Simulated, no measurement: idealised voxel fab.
Module name: voxel air gaps (process module)
For reference, the cross-section in this document is cut, with width 220 nm and square cells of 5 nm.
How to read a cross-section here: the picture is a grid of square cells, written as bands going from the top down, and any band can span one or more rows of cells.
Look at the band entry: it leads with the top's height and the bottom's height in nm. Then it lists the materials left to right, with a width in nm for each. The word "full width" on a single material says that material fills the band edge to edge. The word "blank" is empty space.
Below 0: as-received wafer, all one material; heights counted from there. Lowest band: no bottom, goes on down, written "0 and below".
It should be noted that a width expressed as "30 to 40" varies in equal increments from row to row of cells within the band, taking the value of the first number at the top row and that of the second number at the bottom row.
Any step labelled "left unchanged" changed none of the cells in the cross-section.
"Unvented cavities" contains a list of empty spaces, each no smaller than 8 cells and without an open way to the top, written in the form width x height at distance with the distance from the left edge and all three in nm.
If you see something after the settings on a step's line, that's the simulator's own remark about that step.
You can add "overlay nm" to a step's line. For a step with a mask, it describes how far the mask lay to the right of its planned position, and a negative number describes a lay to the left.

The following list gives the planned process steps
- 1: RECEIVE with material Si
- 2: CONFORMAL_DEP with material SiO2, thk nm 15
- 3: CONFORMAL_DEP with material SiN, thk nm 5
- 4: DIRECTIONAL_DEP with material SiO2, thk nm 35
- 5: DIRECTIONAL_DEP with material aC, thk nm 15
- 6: PATTERN with tone open, mask id LINES, material resist, width nm 20, pitch nm 50, thk nm 30, overlay nm 0
- 7: DIRECTIONAL_ETCH with etch materials aC, depth nm 15
- 8: STRIP with etch materials resist
- 9: DIRECTIONAL_ETCH with etch materials SiO2, depth nm 35
- 10: STRIP with etch materials aC
- 11: CONFORMAL_DEP with material TiN, thk nm 5
- 12: FILL_DEP with material W, thk nm 10
- 13: CMP with height nm 55
- 14: EPI with material Ru, thk nm 10
- 15: SELECTIVE_ETCH with etch materials SiO2, depth nm 45
- 16: CONFORMAL_DEP with material SiCN, thk nm 5

Cross-section, incoming material, after step 1
- 0 and below: Si full width
- Unvented cavities: none

Cross-sectional view of the first of the two wafers upon completion of the module, processed in accordance with the plan
- 70 down to 65: blank 10, then SiCN 200, then blank 10
- 65 down to 55: blank 10, then SiCN 5, then Ru 40, then SiCN 10, then Ru 40, then SiCN 10, then Ru 40, then SiCN 10, then Ru 40, then SiCN 5, then blank 10
- 55 down to 50: blank 10, then SiCN 15, then TiN 5, then W 10, then TiN 5, then SiCN 30, then TiN 5, then W 10, then TiN 5, then SiCN 30, then TiN 5, then W 10, then TiN 5, then SiCN 30, then TiN 5, then W 10, then TiN 5, then SiCN 15, then blank 10
- 50 down to 25: blank 20, then SiCN 5, then TiN 5, then W 10, then TiN 5, then SiCN 5, then blank 20, then SiCN 5, then TiN 5, then W 10, then TiN 5, then SiCN 5, then blank 20, then SiCN 5, then TiN 5, then W 10, then TiN 5, then SiCN 5, then blank 20, then SiCN 5, then TiN 5, then W 10, then TiN 5, then SiCN 5, then blank 20
- 25 down to 20: SiCN 25, then TiN 20, then SiCN 30, then TiN 20, then SiCN 30, then TiN 20, then SiCN 30, then TiN 20, then SiCN 25
- 20 down to 15: SiN full width
- 15 down to 0: SiO2 full width
- 0 and below: Si full width
- Unvented cavities: 20 x 25 at 50; 20 x 25 at 100; 20 x 25 at 150

End-of-module cross-section of the second wafer: identical starting point and process plan to the first, with one processing mistake
- 60 down to 55: SiCN full width
- 55 down to 50: SiN full width
- 50 down to 0: SiO2 full width
- 0 and below: Si full width
- Unvented cavities: none
Diagnosis: steps 3 and 4 swapped
Heads up, by the end the second wafer has more or fewer cells of some materials compared to the first: -64 Ru; -104 SiCN; +308 SiO2; -64 TiN; -48 W
Long story short, the first wafer ends with 3 closed voids and the second one with 0.
